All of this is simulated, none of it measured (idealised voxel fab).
process module | voxel ribs on slabs
cross-section cut | 295 nm wide | cells 5 nm
A cross-section is a grid of square cells, given in bands from the top down. A band is one or more rows of cells.
Each band's line starts with the height of the band's top and of its bottom, in nm. Then come its materials from left to right, each with its width in nm. One material with "throughout" fills the band from edge to edge. "air" is empty space.
Height 0 is the level under which the wafer as received is all one material. The lowest band goes on downwards, as in "0 down".
A width such as "30 to 40" changes by the same amount from each row of cells to the next, from the band's top row to its bottom row.
"no change" after a step means that no cell of the cross-section changed.
closed voids: empty space of 8 cells or more with no open way to the top, each as width x height at its distance from the left edge, in nm
after a step's settings: what the simulator itself notes on the step
overlay nm, on a step with a mask: how far to the right of its planned place the mask lay; to the left if negative
plan
1 op RECEIVE | material Si
2 op DIRECTIONAL_DEP | material SiO2 | thk nm 30
3 op DIRECTIONAL_DEP | material polySi | thk nm 25
4 op PATTERN | tone cover | mask id RIB | material resist | width nm 30 | thk nm 20 | overlay nm 0
5 op DIRECTIONAL_ETCH | etch materials polySi | depth nm 15
6 op STRIP | etch materials resist
7 op MASKED_ETCH | tone cover | mask id SLAB | width nm 60 | etch materials polySi | depth nm 10 | overlay nm 0
8 op FILL_DEP | material SiO2 | thk nm 30
9 op CMP | height nm 75
10 op DIRECTIONAL_DEP | material W | thk nm 5
11 op DIRECTIONAL_DEP | material aC | thk nm 10
12 op PATTERN | tone cover | mask id HEATER | material resist | width nm 40 | thk nm 25 | overlay nm 0
13 op DIRECTIONAL_ETCH | etch materials aC | depth nm 10
14 op STRIP | etch materials resist
15 op DIRECTIONAL_ETCH | etch materials W | depth nm 5
16 op STRIP | etch materials aC
17 op CONFORMAL_DEP | material SiO2 | thk nm 10
first wafer, as planned
as received, after step 1
  0 down: Si throughout
  closed voids: none
after step 2
  30 to 0: SiO2 throughout
  below 0: unchanged
after step 3
  55 to 30: polySi throughout
  below 30: unchanged
after step 4
  75 to 55: air 130 | resist 30 | air 135
  below 55: unchanged
after step 5
  75 to 55: air 130 | resist 30 | air 135
  55 to 40: air 130 | polySi 30 | air 135
  below 40: unchanged
after step 6
  55 to 40: air 130 | polySi 30 | air 135
  below 40: unchanged
after step 7
  55 to 40: air 130 | polySi 30 | air 135
  40 to 30: air 115 | polySi 60 | air 120
  below 30: unchanged
after step 8
  85 to 55: SiO2 throughout
  55 to 40: SiO2 130 | polySi 30 | SiO2 135
  40 to 30: SiO2 115 | polySi 60 | SiO2 120
  below 30: unchanged
after step 9
  75 to 55: SiO2 throughout
  below 55: unchanged
after step 10
  80 to 75: W throughout
  below 75: unchanged
after step 11
  90 to 80: aC throughout
  below 80: unchanged
after step 12
  115 to 90: air 125 | resist 40 | air 130
  below 90: unchanged
after step 13
  105 to 90: air 125 | resist 40 | air 130
  90 to 80: air 125 | aC 40 | air 130
  below 80: unchanged
after step 14
  90 to 80: air 125 | aC 40 | air 130
  below 80: unchanged
after step 15
  90 to 80: air 125 | aC 40 | air 130
  80 to 75: air 125 | W 40 | air 130
  below 75: unchanged
after step 16
  80 to 75: air 125 | W 40 | air 130
  below 75: unchanged
after step 17
  90 to 85: air 115 | SiO2 60 | air 120
  85 to 80: SiO2 throughout
  80 to 75: SiO2 125 | W 40 | SiO2 130
  below 75: unchanged
second wafer: like start, like plan, one mistake. Through step 11 it matches the first wafer
when step 12 should have ended
  115 to 90: resist 125 | air 40 | resist 130
  below 90: unchanged
when step 13 should have ended
  105 to 90: resist 125 | air 40 | resist 130
  90 to 80: aC 125 | air 40 | aC 130
  below 80: unchanged
when step 14 should have ended
  90 to 80: aC 125 | air 40 | aC 130
  below 80: unchanged
when step 15 should have ended
  90 to 80: aC 125 | air 40 | aC 130
  80 to 75: W 125 | air 40 | W 130
  below 75: unchanged
when step 16 should have ended
  80 to 75: W 125 | air 40 | W 130
  below 75: unchanged
when step 17 should have ended
  90 to 85: SiO2 135 | air 20 | SiO2 140
  85 to 80: SiO2 throughout
  80 to 75: W 125 | SiO2 40 | W 130
  below 75: unchanged
what went wrong: step 12 ran as: op PATTERN | tone open | mask id HEATER | material resist | width nm 40 | thk nm 25 | overlay nm 0
at the end the second wafer has, in cells: 43 more of W
